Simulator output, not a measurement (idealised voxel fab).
The following process module bears the name voxel wiring stack.
Section shown: cut. Width: 275 nm. Cell size: 5 nm, square.
The cross-sections in this document take the form of a grid made of square cells. They are written out as bands, in order from top to bottom. Each band consists of one or more rows of cells.
Top, bottom (nm), then materials left to right with widths (nm); lone material tagged "edge to edge" fills the whole band edge to edge; "blank" = empty space.
Beneath 0, the wafer as received is one material, and that level is where height counting begins. The lowest band goes on downward without a bottom; it is written like "from 0 down".
Think of "30 to 40" as a width that walks from the first number to the second as you go down the band, top row to bottom row, taking equal-sized steps from row to row.
"everything unchanged", as given for a step, is the statement that not any cell of the cross-section underwent a change during that step.
For the entry "Voids, fully enclosed", the listed items are empty spaces with no open way to the top whose size is 8 cells or more; each item follows the pattern width x height at distance, where distance is from the left edge and all three are in nm.
after a step's settings: what the simulator itself notes on the step
overlay nm: where the mask lay relative to plan, measured to the right, on steps with a mask; negatives go left.
-- So here's the lineup of process steps we planned
1: RECEIVE,material Si
2: CONFORMAL_DEP,material SiO2,thk nm 15
3: DIRECTIONAL_DEP,material TiN,thk nm 5
4: DIRECTIONAL_DEP,material Ru,thk nm 20
5: PATTERN,tone cover,mask id METAL_1,material resist,width nm 30,pitch nm 50,thk nm 20,overlay nm 0
6: DIRECTIONAL_ETCH,etch materials Ru,depth nm 20
7: DIRECTIONAL_ETCH,etch materials TiN,depth nm 5
8: STRIP,etch materials resist
9: CONFORMAL_DEP,material SiN,thk nm 5
10: FILL_DEP,material SiO2,thk nm 5
11: CMP,height nm 40
12: CONFORMAL_DEP,material SiCN,thk nm 5
13: DIRECTIONAL_DEP,material SiO2,thk nm 15
14: MASKED_ETCH,tone open,mask id PLUG_1,width nm 15,etch materials SiO2,depth nm 15,overlay nm 0
15: MASKED_ETCH,tone open,mask id PLUG_1,width nm 15,etch materials SiCN,depth nm 5,overlay nm 0
16: EPI,material Ru,thk nm 10
17: EPI,material Ru,thk nm 10
18: DIRECTIONAL_DEP,material TiN,thk nm 5
19: DIRECTIONAL_DEP,material Ru,thk nm 25
20: MASKED_ETCH,tone cover,mask id METAL_2,width nm 30,pitch nm 50,etch materials Ru,depth nm 25,overlay nm 0
21: MASKED_ETCH,tone cover,mask id METAL_2,width nm 30,pitch nm 50,etch materials TiN,depth nm 5,overlay nm 0
22: FILL_DEP,material lowk,thk nm 5
23: CMP,height nm 90
24: CONFORMAL_DEP,material SiCN,thk nm 5
25: DIRECTIONAL_DEP,material SiO2,thk nm 20
26: MASKED_ETCH,tone open,mask id PLUG_2,width nm 15,etch materials SiO2,depth nm 20,overlay nm 0
27: MASKED_ETCH,tone open,mask id PLUG_2,width nm 15,etch materials SiCN,depth nm 5,overlay nm 0
28: EPI,material Ru,thk nm 10
29: EPI,material Ru,thk nm 10
30: EPI,material Ru,thk nm 5
31: DIRECTIONAL_DEP,material TiN,thk nm 5
32: DIRECTIONAL_DEP,material W,thk nm 20
33: DIRECTIONAL_DEP,material aC,thk nm 10
34: PATTERN,tone cover,mask id METAL_3,material resist,width nm 30,pitch nm 50,thk nm 30,overlay nm 0
35: DIRECTIONAL_ETCH,etch materials aC,depth nm 10
36: STRIP,etch materials resist
37: DIRECTIONAL_ETCH,etch materials W,depth nm 20
38: DIRECTIONAL_ETCH,etch materials TiN,depth nm 5
39: STRIP,etch materials aC
40: FILL_DEP,material lowk,thk nm 5
41: CMP,height nm 140
42: CONFORMAL_DEP,material SiCN,thk nm 5
-- Cross-section of the wafer upon arrival, representing the state reached after step 1
- from 0 down: Si edge to edge
- Voids, fully enclosed: none
-- Cross-sectional image of the first of two wafers at the end of the module, the run having proceeded as planned
- from 145 to 140: SiCN edge to edge
- from 140 to 120: lowk=95  W=30  lowk=20  W=30  lowk=100
- from 120 to 115: lowk=95  TiN=30  lowk=20  TiN=30  lowk=100
- from 115 to 95: SiO2=95  Ru=15  SiO2=165
- from 95 to 90: SiCN=95  Ru=15  SiCN=165
- from 90 to 65: lowk=95  Ru=30  lowk=20  Ru=30  lowk=100
- from 65 to 60: lowk=95  TiN=30  lowk=20  TiN=30  lowk=100
- from 60 to 45: SiO2=95  Ru=15  SiO2=165
- from 45 to 40: SiCN=95  Ru=15  SiCN=165
- from 40 to 20: SiO2=90  SiN=5  Ru=30  SiN=5  SiO2=10  SiN=5  Ru=30  SiN=5  SiO2=95
- from 20 to 15: SiN=95  TiN=30  SiN=20  TiN=30  SiN=100
- from 15 to 0: SiO2 edge to edge
- from 0 down: Si edge to edge
- Voids, fully enclosed: none
-- This cross-section belongs to the second wafer of two at the end of the module; the start and the plan were shared with the first, and the run included one mistake
- from 145 to 140: SiCN edge to edge
- from 140 to 120: lowk=95  W=30  lowk=20  W=30  lowk=100
- from 120 to 115: lowk=95  TiN=30  lowk=20  TiN=30  lowk=100
- from 115 to 95: SiO2=95  Ru=15  SiO2=165
- from 95 to 90: SiCN=95  Ru=15  SiCN=165
- from 90 to 75: lowk=95  Ru=30  lowk=150
- from 75 to 65: lowk=95  Ru=30  lowk=20  Ru=30  lowk=100
- from 65 to 60: lowk=95  TiN=30  lowk=20  Ru=30  lowk=100
- from 60 to 50: lowk=80  Ru=45  lowk=20  Ru=30  lowk=100
- from 50 to 45: lowk=80  Ru=45  lowk=20  TiN=30  lowk=100
- from 45 to 40: SiCN=95  Ru=15  SiCN=165
- from 40 to 20: SiO2=90  SiN=5  Ru=30  SiN=5  SiO2=10  SiN=5  Ru=30  SiN=5  SiO2=95
- from 20 to 15: SiN=95  TiN=30  SiN=20  TiN=30  SiN=100
- from 15 to 0: SiO2 edge to edge
- from 0 down: Si edge to edge
- Voids, fully enclosed: none
Processing error: not run: step 13 of the plan (skipped)
The final cell counts differ between the wafers, with the second having more or fewer of some materials than the first: Ru: 18 more, SiO2: 156 fewer, lowk: 138 more
